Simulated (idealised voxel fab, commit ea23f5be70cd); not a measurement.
Proc. module: voxel wiring stack
We display cut, a cross-section 240 nm in width whose square cells are each 5 nm.
Heads up, the way a cross-section reads in here is a grid of square cells, handed over as bands from the top down, with every band being one or more rows of cells. Top height, bottom height, nm. Materials left to right, width each, nm. Single material + "edge to edge" = fills band edge to edge. "air" = empty. Heights are measured from 0, the level below which the as-received wafer is all one material; the lowest band has no bottom and continues downward, written as in "0 -> down". It should be noted that a width expressed as "30 to 40" varies in equal increments from row to row of cells within the band, taking the value of the first number at the top row and that of the second number at the bottom row. Any step labelled "nothing got changed" changed none of the cells in the cross-section. Voids not open to the top, 8 cells minimum: see "Enclosed void list". Written width x height at distance; distance is from the left edge; nm. Note: text after step settings on the step line = simulator remark on that step. On any step carrying a mask, the "overlay nm" setting, if present on the step's line, tells how far right of its planned place the mask lay; negative values point to the left.
So here's the lineup of process steps we planned:
1. RECEIVE with material Si
2. CONFORMAL_DEP with material SiO2, thk nm 15
3. DIRECTIONAL_DEP with material TiN, thk nm 5
4. DIRECTIONAL_DEP with material Ru, thk nm 20
5. MASKED_ETCH with tone cover, mask id METAL_1, width nm 25, pitch nm 50, etch materials Ru, depth nm 20, overlay nm 0
6. MASKED_ETCH with tone cover, mask id METAL_1, width nm 25, pitch nm 50, etch materials TiN, depth nm 5, overlay nm 0
7. CONFORMAL_DEP with material SiCN, thk nm 5
8. FILL_DEP with material lowk, thk nm 5
9. CMP with height nm 40
10. CONFORMAL_DEP with material SiCN, thk nm 5
11. DIRECTIONAL_DEP with material SiO2, thk nm 20
12. DIRECTIONAL_DEP with material aC, thk nm 15
13. PATTERN with tone open, mask id PLUG_1, material resist, width nm 15, pitch nm 100, thk nm 30, overlay nm 0
14. DIRECTIONAL_ETCH with etch materials aC, depth nm 15
15. STRIP with etch materials resist
16. DIRECTIONAL_ETCH with etch materials SiO2, depth nm 20
17. DIRECTIONAL_ETCH with etch materials SiCN, depth nm 5
18. STRIP with etch materials aC
19. CONFORMAL_DEP with material TiN, thk nm 5
20. FILL_DEP with material Cu, thk nm 5
21. CMP with height nm 65
22. DIRECTIONAL_DEP with material TiN, thk nm 5
23. DIRECTIONAL_DEP with material Ru, thk nm 20
24. MASKED_ETCH with tone cover, mask id METAL_2, width nm 25, pitch nm 50, etch materials Ru, depth nm 20, overlay nm 0
25. MASKED_ETCH with tone cover, mask id METAL_2, width nm 25, pitch nm 50, etch materials TiN, depth nm 5, overlay nm 0
26. CONFORMAL_DEP with material SiCN, thk nm 5
27. FILL_DEP with material lowk, thk nm 10
28. CMP with height nm 90
29. CONFORMAL_DEP with material SiCN, thk nm 5
30. DIRECTIONAL_DEP with material lowk, thk nm 30
31. DIRECTIONAL_DEP with material aC, thk nm 15
32. PATTERN with tone open, mask id METAL_3, material resist, width nm 25, pitch nm 50, thk nm 35, overlay nm 0
33. DIRECTIONAL_ETCH with etch materials aC, depth nm 15
34. STRIP with etch materials resist
35. DIRECTIONAL_ETCH with etch materials lowk, depth nm 20
36. STRIP with etch materials aC
37. MASKED_ETCH with tone open, mask id METAL_3_HOLES, width nm 15, pitch nm 100, etch materials lowk, depth nm 10, overlay nm 0
38. MASKED_ETCH with tone open, mask id METAL_3_HOLES, width nm 15, pitch nm 100, etch materials SiCN, depth nm 5, overlay nm 0
39. CONFORMAL_DEP with material TiN, thk nm 5
40. FILL_DEP with material Cu, thk nm 5
41. CMP with height nm 125
42. CONFORMAL_DEP with material SiCN, thk nm 5
Cross-section, incoming material, after step 1:
	0 -> down: Si edge to edge
	Enclosed void list: none
Cross-section at module end, one run error; start and plan unchanged from above:
	130 -> 125: SiCN edge to edge
	125 -> 110: lowk=55 | TiN=5 | Cu=15 | TiN=5 | lowk=25 | TiN=5 | Cu=15 | TiN=5 | lowk=25 | TiN=5 | Cu=15 | TiN=5 | lowk=60
	110 -> 105: lowk=55 | TiN=5 | Cu=5 | TiN=15 | lowk=25 | TiN=25 | lowk=25 | TiN=5 | Cu=5 | TiN=15 | lowk=60
	105 -> 95: lowk=55 | TiN=5 | Cu=5 | TiN=5 | lowk=85 | TiN=5 | Cu=5 | TiN=5 | lowk=70
	95 -> 90: SiCN=55 | TiN=15 | SiCN=85 | TiN=15 | SiCN=70
	90 -> 70: lowk=50 | SiCN=5 | Ru=25 | SiCN=5 | lowk=15 | SiCN=5 | Ru=25 | SiCN=5 | lowk=15 | SiCN=5 | Ru=25 | SiCN=5 | lowk=55
	70 -> 65: SiCN=55 | TiN=25 | SiCN=25 | TiN=25 | SiCN=25 | TiN=25 | SiCN=60
	65 -> 45: SiO2=55 | TiN=5 | Cu=5 | TiN=5 | SiO2=85 | TiN=5 | Cu=5 | TiN=5 | SiO2=70
	45 -> 40: SiCN=55 | TiN=15 | SiCN=85 | TiN=15 | SiCN=70
	40 -> 35: lowk=50 | SiCN=35 | lowk=15 | SiCN=35 | lowk=15 | SiCN=35 | lowk=55
	35 -> 20: lowk=50 | SiCN=5 | Ru=25 | SiCN=5 | lowk=15 | SiCN=5 | Ru=25 | SiCN=5 | lowk=15 | SiCN=5 | Ru=25 | SiCN=5 | lowk=55
	20 -> 15: SiCN=55 | Ru=25 | SiCN=25 | Ru=25 | SiCN=25 | Ru=25 | SiCN=60
	15 -> 0: SiO2 edge to edge
	0 -> down: Si edge to edge
	Enclosed void list: none
Which mistake was made when the wafer was run? execution of step 3 of the plan did not take place, the step having been omitted
